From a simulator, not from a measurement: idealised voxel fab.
The following is a process module called voxel tone inversion.
The figure presents cross-section cut, which has a width of 270 nm and is divided into square cells with an edge length of 5 nm.
Cross-section spec: square-cell grid; bands listed top down; each band is one or more rows.
Read a band's entry like this: the first values are the height of its top and the height of its bottom in nm, and what follows is the sequence of materials from left to right, each with its width in nm. Note that "empty" is empty space, and that a single material marked "throughout" reaches across the band from edge to edge.
Note: height 0 marks the level under which the wafer is uniformly one material as received. Lowest band unbounded below, written "z 0 and below".
A width such as "30..40" changes by the same amount from each row of cells to the next, from the band's top row to its bottom row.
Basically "remained unchanged" means that step didn't change any cell in the cross-section.
If an empty space has no open way to the top and is at least 8 cells in size, "Sealed internal cavities" lists it, written width x height at distance, where distance is measured from the left edge and every value is in nm.
Formally, on a step line, whatever follows the settings is a remark that the simulator itself makes on the step.
overlay nm: right-of-plan distance of the mask on a masked step; negative values mean left-of-plan.

### The steps planned for the process are as follows
1 RECEIVE [material Si]
2 CONFORMAL_DEP [material SiCN] [thk nm 5]
3 DIRECTIONAL_DEP [material aC] [thk nm 25]
4 PATTERN [tone cover] [mask id POSTS] [material resist] [width nm 25] [pitch nm 45] [thk nm 35] [overlay nm 0]
5 DIRECTIONAL_ETCH [etch materials aC] [depth nm 25]
6 STRIP [etch materials resist]
7 FILL_DEP [material lowk] [thk nm 5]
8 CMP [height nm 30]
9 STRIP [etch materials aC]

### Here's what the wafer looked like in cross-section when it arrived - that's after step 1
  z 0 and below | Si throughout
  Sealed internal cavities: none

### First of two wafers: cross-section at end of module, run per plan
  z 30 to 5 | lowk (100); empty (25); lowk (20); empty (25); lowk (100)
  z 5 to 0 | SiCN throughout
  z 0 and below | Si throughout
  Sealed internal cavities: none

### Cross-sectional view: second of two wafers, end of module; start and plan identical to the first, one mistake in running
  z 30 to 5 | empty (100); lowk (25); empty (20); lowk (25); empty (100)
  z 5 to 0 | SiCN throughout
  z 0 and below | Si throughout
  Sealed internal cavities: none
Misprocessing identified: step 4 deviated from plan and actually ran as PATTERN [tone open] [mask id POSTS] [material resist] [width nm 25] [pitch nm 45] [thk nm 35] [overlay nm 0]
FYI, end of process, the second wafer has more or fewer cells of some materials than the first: -170 lowk
